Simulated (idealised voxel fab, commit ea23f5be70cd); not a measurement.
voxel spacer lines: a process module
This is section cut - it's 270 nm across, gridded in 5 nm square cells.
For the purposes of this document, a cross-section shall be understood as a grid of square cells, specified as bands listed in top-to-bottom order, each band consisting of one or more rows of cells.
The entry gives the band's vertical extent as a top height and a bottom height in nm, then its horizontal make-up as materials from left to right, each with a width in nm. "blank" stands for empty space; a single material marked "edge to edge" fills the band edge to edge.
Height datum 0, below which the as-received substrate wafer is one material. Lowest band open at the bottom, running downward: "0 nm and below".
With a width like "30->40", each row of cells in the band differs from the next by the same amount, the top row carrying the first number and the bottom row the second.
When a step is marked "no alterations made", none of the cells in the cross-section changed during that step.
Closed empty spaces (no open way to the top) of 8 cells or more are what "Unvented internal voids" lists, each as width x height at distance from the left edge, nm for all three.
Step line, after settings: the simulator's comment on this step.
What "overlay nm" on a step's line means: if the step has a mask, that mask lay this far to the right of its planned place, or, when the value is negative, to the left.

**These are the steps we planned for the process**
1. RECEIVE: material Si
2. CONFORMAL_DEP: material SiO2, thk nm 5
3. DIRECTIONAL_DEP: material TiN, thk nm 10
4. DIRECTIONAL_DEP: material aC, thk nm 30
5. PATTERN: tone cover, mask id MANDREL, material resist, width nm 15, pitch nm 60, thk nm 40, overlay nm 0
6. DIRECTIONAL_ETCH: etch materials aC, depth nm 30
7. STRIP: etch materials resist
8. CONFORMAL_DEP: material SiN, thk nm 15
9. DIRECTIONAL_ETCH: etch materials SiN, depth nm 15
10. STRIP: etch materials aC
11. DIRECTIONAL_ETCH: etch materials TiN, depth nm 10
12. STRIP: etch materials SiN
13. FILL_DEP: material SiO2, thk nm 10
14. CMP: height nm 15

**First of two wafers, with the run carried out as planned**

**As-received state of the wafer in cross-section, equivalent to post-step 1**
	0 nm and below: Si edge to edge
	Unvented internal voids: none

**The following cross-section depicts the wafer upon completion of step 2**
	5 nm to 0 nm: SiO2 edge to edge
	Everything below 0 is unchanged.

**The following cross-section depicts the wafer upon completion of step 3**
	15 nm to 5 nm: TiN edge to edge
	Everything below 5 is unchanged.

**The following cross-section depicts the wafer upon completion of step 4**
	45 nm to 15 nm: aC edge to edge
	Everything below 15 is unchanged.

**The following cross-section depicts the wafer upon completion of step 5**
	85 nm to 45 nm: blank 65 / resist 15 / blank 45 / resist 15 / blank 45 / resist 15 / blank 70
	Everything below 45 is unchanged.

**The following cross-section depicts the wafer upon completion of step 6**
	55 nm to 45 nm: blank 65 / resist 15 / blank 45 / resist 15 / blank 45 / resist 15 / blank 70
	45 nm to 15 nm: blank 65 / aC 15 / blank 45 / aC 15 / blank 45 / aC 15 / blank 70
	Everything below 15 is unchanged.

**The following cross-section depicts the wafer upon completion of step 7**
	45 nm to 15 nm: blank 65 / aC 15 / blank 45 / aC 15 / blank 45 / aC 15 / blank 70
	Everything below 15 is unchanged.

**The following cross-section depicts the wafer upon completion of step 8**
	60 nm to 45 nm: blank 50 / SiN 45 / blank 15 / SiN 45 / blank 15 / SiN 45 / blank 55
	45 nm to 30 nm: blank 50 / SiN 15 / aC 15 / SiN 15 / blank 15 / SiN 15 / aC 15 / SiN 15 / blank 15 / SiN 15 / aC 15 / SiN 15 / blank 55
	30 nm to 15 nm: SiN 65 / aC 15 / SiN 45 / aC 15 / SiN 45 / aC 15 / SiN 70
	Everything below 15 is unchanged.

**The following cross-section depicts the wafer upon completion of step 9**
	45 nm to 15 nm: blank 50 / SiN 15 / aC 15 / SiN 15 / blank 15 / SiN 15 / aC 15 / SiN 15 / blank 15 / SiN 15 / aC 15 / SiN 15 / blank 55
	Everything below 15 is unchanged.

**The following cross-section depicts the wafer upon completion of step 10**
	45 nm to 15 nm: blank 50 / SiN 15 / blank 15 / SiN 15 / blank 15 / SiN 15 / blank 15 / SiN 15 / blank 15 / SiN 15 / blank 15 / SiN 15 / blank 55
	Everything below 15 is unchanged.

**The following cross-section depicts the wafer upon completion of step 11**
	45 nm to 15 nm: blank 50 / SiN 15 / blank 15 / SiN 15 / blank 15 / SiN 15 / blank 15 / SiN 15 / blank 15 / SiN 15 / blank 15 / SiN 15 / blank 55
	15 nm to 5 nm: blank 50 / TiN 15 / blank 15 / TiN 15 / blank 15 / TiN 15 / blank 15 / TiN 15 / blank 15 / TiN 15 / blank 15 / TiN 15 / blank 55
	Everything below 5 is unchanged.

**The following cross-section depicts the wafer upon completion of step 12**
	15 nm to 5 nm: blank 50 / TiN 15 / blank 15 / TiN 15 / blank 15 / TiN 15 / blank 15 / TiN 15 / blank 15 / TiN 15 / blank 15 / TiN 15 / blank 55
	Everything below 5 is unchanged.

**The following cross-section depicts the wafer upon completion of step 13**
	25 nm to 15 nm: SiO2 edge to edge
	15 nm to 5 nm: SiO2 50 / TiN 15 / SiO2 15 / TiN 15 / SiO2 15 / TiN 15 / SiO2 15 / TiN 15 / SiO2 15 / TiN 15 / SiO2 15 / TiN 15 / SiO2 55
	Everything below 5 is unchanged.

**The following cross-section depicts the wafer upon completion of step 14**
	15 nm to 5 nm: SiO2 50 / TiN 15 / SiO2 15 / TiN 15 / SiO2 15 / TiN 15 / SiO2 15 / TiN 15 / SiO2 15 / TiN 15 / SiO2 15 / TiN 15 / SiO2 55
	Everything below 5 is unchanged.

**Now the other wafer: same start, same recipe, but we messed up one thing when running it. Up to and including step 1 it's the same as the first one**

At the planned end of step 2, the second wafer in cross-section: no alterations made

**At the planned end of step 3, the second wafer in cross-section**
	10 nm to 0 nm: TiN edge to edge
	Everything below 0 is unchanged.

**At the planned end of step 4, the second wafer in cross-section**
	40 nm to 10 nm: aC edge to edge
	Everything below 10 is unchanged.

**At the planned end of step 5, the second wafer in cross-section**
	80 nm to 40 nm: blank 65 / resist 15 / blank 45 / resist 15 / blank 45 / resist 15 / blank 70
	Everything below 40 is unchanged.

**At the planned end of step 6, the second wafer in cross-section**
	50 nm to 40 nm: blank 65 / resist 15 / blank 45 / resist 15 / blank 45 / resist 15 / blank 70
	40 nm to 10 nm: blank 65 / aC 15 / blank 45 / aC 15 / blank 45 / aC 15 / blank 70
	Everything below 10 is unchanged.

**At the planned end of step 7, the second wafer in cross-section**
	40 nm to 10 nm: blank 65 / aC 15 / blank 45 / aC 15 / blank 45 / aC 15 / blank 70
	Everything below 10 is unchanged.

**At the planned end of step 8, the second wafer in cross-section**
	55 nm to 40 nm: blank 50 / SiN 45 / blank 15 / SiN 45 / blank 15 / SiN 45 / blank 55
	40 nm to 25 nm: blank 50 / SiN 15 / aC 15 / SiN 15 / blank 15 / SiN 15 / aC 15 / SiN 15 / blank 15 / SiN 15 / aC 15 / SiN 15 / blank 55
	25 nm to 10 nm: SiN 65 / aC 15 / SiN 45 / aC 15 / SiN 45 / aC 15 / SiN 70
	Everything below 10 is unchanged.

**At the planned end of step 9, the second wafer in cross-section**
	40 nm to 10 nm: blank 50 / SiN 15 / aC 15 / SiN 15 / blank 15 / SiN 15 / aC 15 / SiN 15 / blank 15 / SiN 15 / aC 15 / SiN 15 / blank 55
	Everything below 10 is unchanged.

**At the planned end of step 10, the second wafer in cross-section**
	40 nm to 10 nm: blank 50 / SiN 15 / blank 15 / SiN 15 / blank 15 / SiN 15 / blank 15 / SiN 15 / blank 15 / SiN 15 / blank 15 / SiN 15 / blank 55
	Everything below 10 is unchanged.

**At the planned end of step 11, the second wafer in cross-section**
	40 nm to 10 nm: blank 50 / SiN 15 / blank 15 / SiN 15 / blank 15 / SiN 15 / blank 15 / SiN 15 / blank 15 / SiN 15 / blank 15 / SiN 15 / blank 55
	10 nm to 0 nm: blank 50 / TiN 15 / blank 15 / TiN 15 / blank 15 / TiN 15 / blank 15 / TiN 15 / blank 15 / TiN 15 / blank 15 / TiN 15 / blank 55
	Everything below 0 is unchanged.

**At the planned end of step 12, the second wafer in cross-section**
	10 nm to 0 nm: blank 50 / TiN 15 / blank 15 / TiN 15 / blank 15 / TiN 15 / blank 15 / TiN 15 / blank 15 / TiN 15 / blank 15 / TiN 15 / blank 55
	Everything below 0 is unchanged.

**At the planned end of step 13, the second wafer in cross-section**
	20 nm to 10 nm: SiO2 edge to edge
	10 nm to 0 nm: SiO2 50 / TiN 15 / SiO2 15 / TiN 15 / SiO2 15 / TiN 15 / SiO2 15 / TiN 15 / SiO2 15 / TiN 15 / SiO2 15 / TiN 15 / SiO2 55
	Everything below 0 is unchanged.

**At the planned end of step 14, the second wafer in cross-section**
	15 nm to 10 nm: SiO2 edge to edge
	Everything below 10 is unchanged.
Short version of what went wrong: step 2 of the plan never got run, it was skipped over
Matching per-material cell counts, mismatched positions: that is how the second wafer compares with the first at the end.
